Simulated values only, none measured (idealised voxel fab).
Herein follows the process module entitled voxel self aligned contacts.
Square cell edge 5 nm, section width 235 nm, ID cut.
This document writes a cross-section as a grid whose cells are square, and gives it as bands, listed from the top down; one or more rows of cells form a band. Heads up on the band format: heights come first, top then bottom, in nm. After that it's the materials left to right, each with its width in nm. A single material flagged "edge to edge" fills the whole band edge to edge, and "blank" means there's empty space there. Heads up on the height convention: 0 is the point under which the incoming wafer is all one material, and the lowest band has no bottom, it just keeps going down, like "from 0 down". Quick explanation for "30->40": the width changes in equal steps down the rows of cells, from the first number in the band's top row to the second number in its bottom row. It should be understood that the words "all unchanged", when stated for a given step, signify that the cross-section underwent no change in any of its cells during that step. Voids not open to the top, 8 cells minimum: see "Sealed void list". Written width x height at distance; distance is from the left edge; nm. If you see something after the settings on a step's line, that's the simulator's own remark about that step. "overlay nm" answers the question of how far to the right of plan the mask lay on a step that has a mask, and when it is negative the answer is to the left.
Process steps foreseen in the plan
1. RECEIVE (material Si)
2. CONFORMAL_DEP (material SiO2; thk nm 5)
3. DIRECTIONAL_DEP (material polySi; thk nm 30)
4. DIRECTIONAL_DEP (material SiN; thk nm 20)
5. DIRECTIONAL_DEP (material aC; thk nm 15)
6. PATTERN (tone cover; mask id GATE; material resist; width nm 35; pitch nm 75; thk nm 30; overlay nm 0)
7. DIRECTIONAL_ETCH (etch materials aC; depth nm 15)
8. STRIP (etch materials resist)
9. DIRECTIONAL_ETCH (etch materials SiN; depth nm 20)
10. DIRECTIONAL_ETCH (etch materials polySi; depth nm 30)
11. STRIP (etch materials aC)
12. CONFORMAL_DEP (material SiN; thk nm 10)
13. DIRECTIONAL_ETCH (etch materials SiN; depth nm 10)
14. FILL_DEP (material SiO2; thk nm 20)
15. CMP (height nm 65)
16. DIRECTIONAL_DEP (material aC; thk nm 15)
17. PATTERN (tone open; mask id CONTACT; material resist; width nm 50; pitch nm 75; thk nm 35; overlay nm 0)
18. DIRECTIONAL_ETCH (etch materials aC; depth nm 15)
19. STRIP (etch materials resist)
20. DIRECTIONAL_ETCH (etch materials SiO2; depth nm 65)
21. STRIP (etch materials aC)
22. CONFORMAL_DEP (material TiN; thk nm 5)
23. FILL_DEP (material W; thk nm 10)
24. CMP (height nm 65)
25. CONFORMAL_DEP (material SiCN; thk nm 5)
First of two wafers, with the run carried out as planned
Step 1 complete: cross-section of the wafer as received
    from 0 down = Si edge to edge
    Sealed void list: none
Cross-section of the wafer after step 2
    from 5 to 0 = SiO2 edge to edge
    Anything lower than 0 is untouched.
Cross-section of the wafer after step 3
    from 35 to 5 = polySi edge to edge
    Anything lower than 5 is untouched.
Cross-section of the wafer after step 4
    from 55 to 35 = SiN edge to edge
    Anything lower than 35 is untouched.
Cross-section of the wafer after step 5
    from 70 to 55 = aC edge to edge
    Anything lower than 55 is untouched.
Cross-section of the wafer after step 6
    from 100 to 70 = 25 of blank; 35 of resist; 40 of blank; 35 of resist; 40 of blank; 35 of resist; 25 of blank
    Anything lower than 70 is untouched.
Cross-section of the wafer after step 7
    from 85 to 70 = 25 of blank; 35 of resist; 40 of blank; 35 of resist; 40 of blank; 35 of resist; 25 of blank
    from 70 to 55 = 25 of blank; 35 of aC; 40 of blank; 35 of aC; 40 of blank; 35 of aC; 25 of blank
    Anything lower than 55 is untouched.
Cross-section of the wafer after step 8
    from 70 to 55 = 25 of blank; 35 of aC; 40 of blank; 35 of aC; 40 of blank; 35 of aC; 25 of blank
    Anything lower than 55 is untouched.
Cross-section of the wafer after step 9
    from 70 to 55 = 25 of blank; 35 of aC; 40 of blank; 35 of aC; 40 of blank; 35 of aC; 25 of blank
    from 55 to 35 = 25 of blank; 35 of SiN; 40 of blank; 35 of SiN; 40 of blank; 35 of SiN; 25 of blank
    Anything lower than 35 is untouched.
Cross-section of the wafer after step 10
    from 70 to 55 = 25 of blank; 35 of aC; 40 of blank; 35 of aC; 40 of blank; 35 of aC; 25 of blank
    from 55 to 35 = 25 of blank; 35 of SiN; 40 of blank; 35 of SiN; 40 of blank; 35 of SiN; 25 of blank
    from 35 to 5 = 25 of blank; 35 of polySi; 40 of blank; 35 of polySi; 40 of blank; 35 of polySi; 25 of blank
    Anything lower than 5 is untouched.
Cross-section of the wafer after step 11
    from 55 to 35 = 25 of blank; 35 of SiN; 40 of blank; 35 of SiN; 40 of blank; 35 of SiN; 25 of blank
    Anything lower than 35 is untouched.
Cross-section of the wafer after step 12
    from 65 to 35 = 15 of blank; 55 of SiN; 20 of blank; 55 of SiN; 20 of blank; 55 of SiN; 15 of blank
    from 35 to 15 = 15 of blank; 10 of SiN; 35 of polySi; 10 of SiN; 20 of blank; 10 of SiN; 35 of polySi; 10 of SiN; 20 of blank; 10 of SiN; 35 of polySi; 10 of SiN; 15 of blank
    from 15 to 5 = 25 of SiN; 35 of polySi; 40 of SiN; 35 of polySi; 40 of SiN; 35 of polySi; 25 of SiN
    Anything lower than 5 is untouched.
Cross-section of the wafer after step 13
    from 55 to 35 = 15 of blank; 55 of SiN; 20 of blank; 55 of SiN; 20 of blank; 55 of SiN; 15 of blank
    from 35 to 5 = 15 of blank; 10 of SiN; 35 of polySi; 10 of SiN; 20 of blank; 10 of SiN; 35 of polySi; 10 of SiN; 20 of blank; 10 of SiN; 35 of polySi; 10 of SiN; 15 of blank
    Anything lower than 5 is untouched.
Cross-section of the wafer after step 14
    from 75 to 55 = SiO2 edge to edge
    from 55 to 35 = 15 of SiO2; 55 of SiN; 20 of SiO2; 55 of SiN; 20 of SiO2; 55 of SiN; 15 of SiO2
    from 35 to 5 = 15 of SiO2; 10 of SiN; 35 of polySi; 10 of SiN; 20 of SiO2; 10 of SiN; 35 of polySi; 10 of SiN; 20 of SiO2; 10 of SiN; 35 of polySi; 10 of SiN; 15 of SiO2
    Anything lower than 5 is untouched.
Cross-section of the wafer after step 15
    from 65 to 55 = SiO2 edge to edge
    Anything lower than 55 is untouched.
Cross-section of the wafer after step 16
    from 80 to 65 = aC edge to edge
    Anything lower than 65 is untouched.
Cross-section of the wafer after step 17
    from 115 to 80 = 55 of resist; 50 of blank; 25 of resist; 50 of blank; 55 of resist
    Anything lower than 80 is untouched.
Cross-section of the wafer after step 18
    from 100 to 80 = 55 of resist; 50 of blank; 25 of resist; 50 of blank; 55 of resist
    from 80 to 65 = 55 of aC; 50 of blank; 25 of aC; 50 of blank; 55 of aC
    Anything lower than 65 is untouched.
Cross-section of the wafer after step 19
    from 80 to 65 = 55 of aC; 50 of blank; 25 of aC; 50 of blank; 55 of aC
    Anything lower than 65 is untouched.
Cross-section of the wafer after step 20
    from 80 to 65 = 55 of aC; 50 of blank; 25 of aC; 50 of blank; 55 of aC
    from 65 to 55 = 55 of SiO2; 50 of blank; 25 of SiO2; 50 of blank; 55 of SiO2
    from 55 to 35 = 15 of SiO2; 55 of SiN; 20 of blank; 55 of SiN; 20 of blank; 55 of SiN; 15 of SiO2
    from 35 to 5 = 15 of SiO2; 10 of SiN; 35 of polySi; 10 of SiN; 20 of blank; 10 of SiN; 35 of polySi; 10 of SiN; 20 of blank; 10 of SiN; 35 of polySi; 10 of SiN; 15 of SiO2
    from 5 to 0 = 70 of SiO2; 20 of blank; 55 of SiO2; 20 of blank; 70 of SiO2
    Anything lower than 0 is untouched.
Cross-section of the wafer after step 21
    from 65 to 55 = 55 of SiO2; 50 of blank; 25 of SiO2; 50 of blank; 55 of SiO2
    Anything lower than 55 is untouched.
Cross-section of the wafer after step 22
    from 70 to 65 = 60 of TiN; 40 of blank; 35 of TiN; 40 of blank; 60 of TiN
    from 65 to 55 = 55 of SiO2; 5->20 of TiN; 40->10 of blank; 5->20 of TiN; 25 of SiO2; 5->20 of TiN; 40->10 of blank; 5->20 of TiN; 55 of SiO2
    from 55 to 35 = 15 of SiO2; 55 of SiN; 5 of TiN; 10 of blank; 5 of TiN; 55 of SiN; 5 of TiN; 10 of blank; 5 of TiN; 55 of SiN; 15 of SiO2
    from 35 to 5 = 15 of SiO2; 10 of SiN; 35 of polySi; 10 of SiN; 5 of TiN; 10 of blank; 5 of TiN; 10 of SiN; 35 of polySi; 10 of SiN; 5 of TiN; 10 of blank; 5 of TiN; 10 of SiN; 35 of polySi; 10 of SiN; 15 of SiO2
    from 5 to 0 = 70 of SiO2; 20 of TiN; 55 of SiO2; 20 of TiN; 70 of SiO2
    Anything lower than 0 is untouched.
Cross-section of the wafer after step 23
    from 80 to 70 = W edge to edge
    from 70 to 65 = 60 of TiN; 40 of W; 35 of TiN; 40 of W; 60 of TiN
    from 65 to 55 = 55 of SiO2; 5->20 of TiN; 40->10 of W; 5->20 of TiN; 25 of SiO2; 5->20 of TiN; 40->10 of W; 5->20 of TiN; 55 of SiO2
    from 55 to 35 = 15 of SiO2; 55 of SiN; 5 of TiN; 10 of W; 5 of TiN; 55 of SiN; 5 of TiN; 10 of W; 5 of TiN; 55 of SiN; 15 of SiO2
    from 35 to 5 = 15 of SiO2; 10 of SiN; 35 of polySi; 10 of SiN; 5 of TiN; 10 of W; 5 of TiN; 10 of SiN; 35 of polySi; 10 of SiN; 5 of TiN; 10 of W; 5 of TiN; 10 of SiN; 35 of polySi; 10 of SiN; 15 of SiO2
    Anything lower than 5 is untouched.
Cross-section of the wafer after step 24
    from 65 to 55 = 55 of SiO2; 5->20 of TiN; 40->10 of W; 5->20 of TiN; 25 of SiO2; 5->20 of TiN; 40->10 of W; 5->20 of TiN; 55 of SiO2
    Anything lower than 55 is untouched.
Cross-section of the wafer after step 25
    from 70 to 65 = SiCN edge to edge
    Anything lower than 65 is untouched.
For the second wafer, take the first wafer's start and plan, then add one mistake made in running it; everything through step 20, that step included, is shared with the first
Cross-section of the second wafer at the time by which step 21 should have been completed according to the plan
    from 80 to 65 = 55 of aC; 125 of blank; 55 of aC
    from 65 to 55 = 55 of SiO2; 125 of blank; 55 of SiO2
    from 55 to 35 = 15 of SiO2; 205 of blank; 15 of SiO2
    from 35 to 5 = 15 of SiO2; 10 of blank; 35 of polySi; 40 of blank; 35 of polySi; 40 of blank; 35 of polySi; 10 of blank; 15 of SiO2
    Anything lower than 5 is untouched.
Cross-section of the second wafer at the time by which step 22 should have been completed according to the plan
    from 85 to 80 = 60 of TiN; 115 of blank; 60 of TiN
    from 80 to 65 = 55 of aC; 5 of TiN; 115 of blank; 5 of TiN; 55 of aC
    from 65 to 55 = 55 of SiO2; 5 of TiN; 115 of blank; 5 of TiN; 55 of SiO2
    from 55 to 50 = 15 of SiO2; 45 of TiN; 115 of blank; 45 of TiN; 15 of SiO2
    from 50 to 40 = 15 of SiO2; 5 of TiN; 195 of blank; 5 of TiN; 15 of SiO2
    from 40 to 35 = 15 of SiO2; 50 of TiN; 30 of blank; 45 of TiN; 30 of blank; 50 of TiN; 15 of SiO2
    from 35 to 10 = 15 of SiO2; 10 of TiN; 35 of polySi; 5 of TiN; 30 of blank; 5 of TiN; 35 of polySi; 5 of TiN; 30 of blank; 5 of TiN; 35 of polySi; 10 of TiN; 15 of SiO2
    from 10 to 5 = 15 of SiO2; 10 of TiN; 35 of polySi; 15 of TiN; 10 of blank; 15 of TiN; 35 of polySi; 15 of TiN; 10 of blank; 15 of TiN; 35 of polySi; 10 of TiN; 15 of SiO2
    from 5 to 0 = 70 of SiO2; 20 of TiN; 55 of SiO2; 20 of TiN; 70 of SiO2
    Anything lower than 0 is untouched.
Cross-section of the second wafer at the time by which step 23 should have been completed according to the plan
    from 95 to 85 = W edge to edge
    from 85 to 80 = 60 of TiN; 115 of W; 60 of TiN
    from 80 to 65 = 55 of aC; 5 of TiN; 115 of W; 5 of TiN; 55 of aC
    from 65 to 55 = 55 of SiO2; 5 of TiN; 115 of W; 5 of TiN; 55 of SiO2
    from 55 to 50 = 15 of SiO2; 45 of TiN; 115 of W; 45 of TiN; 15 of SiO2
    from 50 to 40 = 15 of SiO2; 5 of TiN; 195 of W; 5 of TiN; 15 of SiO2
    from 40 to 35 = 15 of SiO2; 50 of TiN; 30 of W; 45 of TiN; 30 of W; 50 of TiN; 15 of SiO2
    from 35 to 10 = 15 of SiO2; 10 of TiN; 35 of polySi; 5 of TiN; 30 of W; 5 of TiN; 35 of polySi; 5 of TiN; 30 of W; 5 of TiN; 35 of polySi; 10 of TiN; 15 of SiO2
    from 10 to 5 = 15 of SiO2; 10 of TiN; 35 of polySi; 15 of TiN; 10 of W; 15 of TiN; 35 of polySi; 15 of TiN; 10 of W; 15 of TiN; 35 of polySi; 10 of TiN; 15 of SiO2
    Anything lower than 5 is untouched.
Cross-section of the second wafer at the time by which step 24 should have been completed according to the plan
    from 65 to 55 = 55 of SiO2; 5 of TiN; 115 of W; 5 of TiN; 55 of SiO2
    Anything lower than 55 is untouched.
Cross-section of the second wafer at the time by which step 25 should have been completed according to the plan
    from 70 to 65 = SiCN edge to edge
    Anything lower than 65 is untouched.
What broke from the plan during processing? note that step 21 departed from the planned setting and was carried out as STRIP (etch materials SiN)
at the end the second wafer has, in cells: -204 SiN; -10 SiO2; +51 TiN; +163 W
